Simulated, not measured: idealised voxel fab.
Module name: voxel gate over fins (process module)
Square cell edge 5 nm, section width 225 nm, ID cut.
A cross-section is a grid of square cells, given in bands from the top down. A band is one or more rows of cells. What a band's entry tells you: where the top is and where the bottom is, as heights in nm, and after that what lies inside, material by material from left to right, each with its width in nm. Empty space is written as the word "air", and a single material marked with the word "everywhere" occupies the band from edge to edge. The level at which height equals 0 is the one under which the wafer, as it arrives, is entirely one material. No lower edge exists for the bottom band, which continues downward and is notated as in "from 0 down". Read "30 to 40" as a graded width: first number on top, second number at the bottom, same change between each pair of neighbouring rows. "identical to before" means the step left every cell of the cross-section as it was. "Voids, sealed": sealed empty spaces, 8 cells or more, no open way to top, listed width x height at distance, with distance from the left edge and width, height and distance in nm. What comes after the settings on a step's line is commentary from the simulator itself on that step. "overlay nm", when on a step's line for a step with a mask, measures how far to the right of its planned place the mask lay; a negative measure means to the left.

# Steps planned for the process
- 1: RECEIVE | material Si
- 2: CONFORMAL_DEP | material SiN | thk nm 5
- 3: PATTERN | tone cover | mask id FINS | material resist | width nm 15 | pitch nm 40 | thk nm 15 | overlay nm 0
- 4: DIRECTIONAL_ETCH | etch materials SiN | depth nm 5
- 5: DIRECTIONAL_ETCH | etch materials Si | depth nm 40
- 6: STRIP | etch materials resist
- 7: OXIDIZE | depth nm 5
- 8: FILL_DEP | material SiO2 | thk nm 10
- 9: CMP | height nm 5
- 10: SELECTIVE_ETCH | etch materials SiO2 | depth nm 15
- 11: STRIP | etch materials SiN
- 12: CONFORMAL_DEP | material HfO2 | thk nm 5
- 13: CONFORMAL_DEP | material TiN | thk nm 5
- 14: FILL_DEP | material W | thk nm 15
- 15: CMP | height nm 20
- 16: CONFORMAL_DEP | material SiCN | thk nm 5

# Run as planned: first of two wafers

# Cross-sectional view of the wafer in its as-received condition, corresponding to the state after step 1
	from 0 down: Si everywhere
	Voids, sealed: none

# State of the wafer after step 2, shown in cross-section
	from 5 to 0: SiN everywhere
	Note: structure below 0 unchanged.

# State of the wafer after step 3, shown in cross-section
	from 20 to 5: air=45, then resist=15, then air=25, then resist=15, then air=25, then resist=15, then air=25, then resist=15, then air=45
	Note: structure below 5 unchanged.

# State of the wafer after step 4, shown in cross-section
	from 20 to 5: air=45, then resist=15, then air=25, then resist=15, then air=25, then resist=15, then air=25, then resist=15, then air=45
	from 5 to 0: air=45, then SiN=15, then air=25, then SiN=15, then air=25, then SiN=15, then air=25, then SiN=15, then air=45
	Note: structure below 0 unchanged.

# State of the wafer after step 5, shown in cross-section
	from 20 to 5: air=45, then resist=15, then air=25, then resist=15, then air=25, then resist=15, then air=25, then resist=15, then air=45
	from 5 to 0: air=45, then SiN=15, then air=25, then SiN=15, then air=25, then SiN=15, then air=25, then SiN=15, then air=45
	from 0 to -40: air=45, then Si=15, then air=25, then Si=15, then air=25, then Si=15, then air=25, then Si=15, then air=45
	Note: structure below -40 unchanged.

# State of the wafer after step 6, shown in cross-section
	from 5 to 0: air=45, then SiN=15, then air=25, then SiN=15, then air=25, then SiN=15, then air=25, then SiN=15, then air=45
	Note: structure below 0 unchanged.

# State of the wafer after step 7, shown in cross-section
	from 5 to 0: air=45, then SiN=15, then air=25, then SiN=15, then air=25, then SiN=15, then air=25, then SiN=15, then air=45
	from 0 to -40: air=45, then SiO2=5, then Si=5, then SiO2=5, then air=25, then SiO2=5, then Si=5, then SiO2=5, then air=25, then SiO2=5, then Si=5, then SiO2=5, then air=25, then SiO2=5, then Si=5, then SiO2=5, then air=45
	from -40 to -45: SiO2=50, then Si=5, then SiO2=35, then Si=5, then SiO2=35, then Si=5, then SiO2=35, then Si=5, then SiO2=50
	Note: structure below -45 unchanged.

# State of the wafer after step 8, shown in cross-section
	from 15 to 5: SiO2 everywhere
	from 5 to 0: SiO2=45, then SiN=15, then SiO2=25, then SiN=15, then SiO2=25, then SiN=15, then SiO2=25, then SiN=15, then SiO2=45
	from 0 to -45: SiO2=50, then Si=5, then SiO2=35, then Si=5, then SiO2=35, then Si=5, then SiO2=35, then Si=5, then SiO2=50
	Note: structure below -45 unchanged.

# State of the wafer after step 9, shown in cross-section
	from 5 to 0: SiO2=45, then SiN=15, then SiO2=25, then SiN=15, then SiO2=25, then SiN=15, then SiO2=25, then SiN=15, then SiO2=45
	Note: structure below 0 unchanged.

# State of the wafer after step 10, shown in cross-section
	from 5 to 0: air=45, then SiN=15, then air=25, then SiN=15, then air=25, then SiN=15, then air=25, then SiN=15, then air=45
	from 0 to -10: air=50, then Si=5, then air=35, then Si=5, then air=35, then Si=5, then air=35, then Si=5, then air=50
	Note: structure below -10 unchanged.

# State of the wafer after step 11, shown in cross-section
	from 0 to -10: air=50, then Si=5, then air=35, then Si=5, then air=35, then Si=5, then air=35, then Si=5, then air=50
	Note: structure below -10 unchanged.

# State of the wafer after step 12, shown in cross-section
	from 5 to 0: air=45, then HfO2=15, then air=25, then HfO2=15, then air=25, then HfO2=15, then air=25, then HfO2=15, then air=45
	from 0 to -5: air=45, then HfO2=5, then Si=5, then HfO2=5, then air=25, then HfO2=5, then Si=5, then HfO2=5, then air=25, then HfO2=5, then Si=5, then HfO2=5, then air=25, then HfO2=5, then Si=5, then HfO2=5, then air=45
	from -5 to -10: HfO2=50, then Si=5, then HfO2=35, then Si=5, then HfO2=35, then Si=5, then HfO2=35, then Si=5, then HfO2=50
	Note: structure below -10 unchanged.

# State of the wafer after step 13, shown in cross-section
	from 10 to 5: air=40, then TiN=25, then air=15, then TiN=25, then air=15, then TiN=25, then air=15, then TiN=25, then air=40
	from 5 to 0: air=40, then TiN=5, then HfO2=15, then TiN=5, then air=15, then TiN=5, then HfO2=15, then TiN=5, then air=15, then TiN=5, then HfO2=15, then TiN=5, then air=15, then TiN=5, then HfO2=15, then TiN=5, then air=40
	from 0 to -5: TiN=45, then HfO2=5, then Si=5, then HfO2=5, then TiN=25, then HfO2=5, then Si=5, then HfO2=5, then TiN=25, then HfO2=5, then Si=5, then HfO2=5, then TiN=25, then HfO2=5, then Si=5, then HfO2=5, then TiN=45
	Note: structure below -5 unchanged.

# State of the wafer after step 14, shown in cross-section
	from 25 to 10: W everywhere
	from 10 to 5: W=40, then TiN=25, then W=15, then TiN=25, then W=15, then TiN=25, then W=15, then TiN=25, then W=40
	from 5 to 0: W=40, then TiN=5, then HfO2=15, then TiN=5, then W=15, then TiN=5, then HfO2=15, then TiN=5, then W=15, then TiN=5, then HfO2=15, then TiN=5, then W=15, then TiN=5, then HfO2=15, then TiN=5, then W=40
	Note: structure below 0 unchanged.

# State of the wafer after step 15, shown in cross-section
	from 20 to 10: W everywhere
	Note: structure below 10 unchanged.

# State of the wafer after step 16, shown in cross-section
	from 25 to 20: SiCN everywhere
	Note: structure below 20 unchanged.

# Wafer two. Identical start, identical plan. One mistake in execution. Identical history through step 9

# Cross-section, second wafer, at the end time the plan gives for step 10
	from 5 to 0: SiO2=45, then air=15, then SiO2=25, then air=15, then SiO2=25, then air=15, then SiO2=25, then air=15, then SiO2=45
	Note: structure below 0 unchanged.

# Cross-section, second wafer, at the end time the plan gives for step 11
	from 0 to -10: air=50, then Si=5, then air=35, then Si=5, then air=35, then Si=5, then air=35, then Si=5, then air=50
	from -10 to -15: SiO2=30, then air=20, then Si=5, then air=35, then Si=5, then air=35, then Si=5, then air=35, then Si=5, then air=20, then SiO2=30
	Note: structure below -15 unchanged.

# Cross-section, second wafer, at the end time the plan gives for step 12
	from 5 to 0: air=45, then HfO2=15, then air=25, then HfO2=15, then air=25, then HfO2=15, then air=25, then HfO2=15, then air=45
	from 0 to -5: air=45, then HfO2=5, then Si=5, then HfO2=5, then air=25, then HfO2=5, then Si=5, then HfO2=5, then air=25, then HfO2=5, then Si=5, then HfO2=5, then air=25, then HfO2=5, then Si=5, then HfO2=5, then air=45
	from -5 to -10: HfO2=35, then air=10, then HfO2=5, then Si=5, then HfO2=5, then air=25, then HfO2=5, then Si=5, then HfO2=5, then air=25, then HfO2=5, then Si=5, then HfO2=5, then air=25, then HfO2=5, then Si=5, then HfO2=5, then air=10, then HfO2=35
	from -10 to -15: SiO2=30, then HfO2=20, then Si=5, then HfO2=35, then Si=5, then HfO2=35, then Si=5, then HfO2=35, then Si=5, then HfO2=20, then SiO2=30
	Note: structure below -15 unchanged.

# Cross-section, second wafer, at the end time the plan gives for step 13
	from 10 to 5: air=40, then TiN=25, then air=15, then TiN=25, then air=15, then TiN=25, then air=15, then TiN=25, then air=40
	from 5 to 0: air=40, then TiN=5, then HfO2=15, then TiN=5, then air=15, then TiN=5, then HfO2=15, then TiN=5, then air=15, then TiN=5, then HfO2=15, then TiN=5, then air=15, then TiN=5, then HfO2=15, then TiN=5, then air=40
	from 0 to -5: TiN=45, then HfO2=5, then Si=5, then HfO2=5, then TiN=5, then air=15, then TiN=5, then HfO2=5, then Si=5, then HfO2=5, then TiN=5, then air=15, then TiN=5, then HfO2=5, then Si=5, then HfO2=5, then TiN=5, then air=15, then TiN=5, then HfO2=5, then Si=5, then HfO2=5, then TiN=45
	from -5 to -10: HfO2=35, then TiN=10, then HfO2=5, then Si=5, then HfO2=5, then TiN=25, then HfO2=5, then Si=5, then HfO2=5, then TiN=25, then HfO2=5, then Si=5, then HfO2=5, then TiN=25, then HfO2=5, then Si=5, then HfO2=5, then TiN=10, then HfO2=35
	Note: structure below -10 unchanged.

# Cross-section, second wafer, at the end time the plan gives for step 14
	from 25 to 10: W everywhere
	from 10 to 5: W=40, then TiN=25, then W=15, then TiN=25, then W=15, then TiN=25, then W=15, then TiN=25, then W=40
	from 5 to 0: W=40, then TiN=5, then HfO2=15, then TiN=5, then W=15, then TiN=5, then HfO2=15, then TiN=5, then W=15, then TiN=5, then HfO2=15, then TiN=5, then W=15, then TiN=5, then HfO2=15, then TiN=5, then W=40
	from 0 to -5: TiN=45, then HfO2=5, then Si=5, then HfO2=5, then TiN=5, then W=15, then TiN=5, then HfO2=5, then Si=5, then HfO2=5, then TiN=5, then W=15, then TiN=5, then HfO2=5, then Si=5, then HfO2=5, then TiN=5, then W=15, then TiN=5, then HfO2=5, then Si=5, then HfO2=5, then TiN=45
	Note: structure below -5 unchanged.

# Cross-section, second wafer, at the end time the plan gives for step 15
	from 20 to 10: W everywhere
	Note: structure below 10 unchanged.

# Cross-section, second wafer, at the end time the plan gives for step 16
	from 25 to 20: SiCN everywhere
	Note: structure below 20 unchanged.
Processing error: steps 10 and 11 of the plan were run in the wrong order, each in the other's place
Cell-count delta at end, second wafer over first, by material: +10 HfO2 | -29 SiO2 | +10 TiN | +9 W
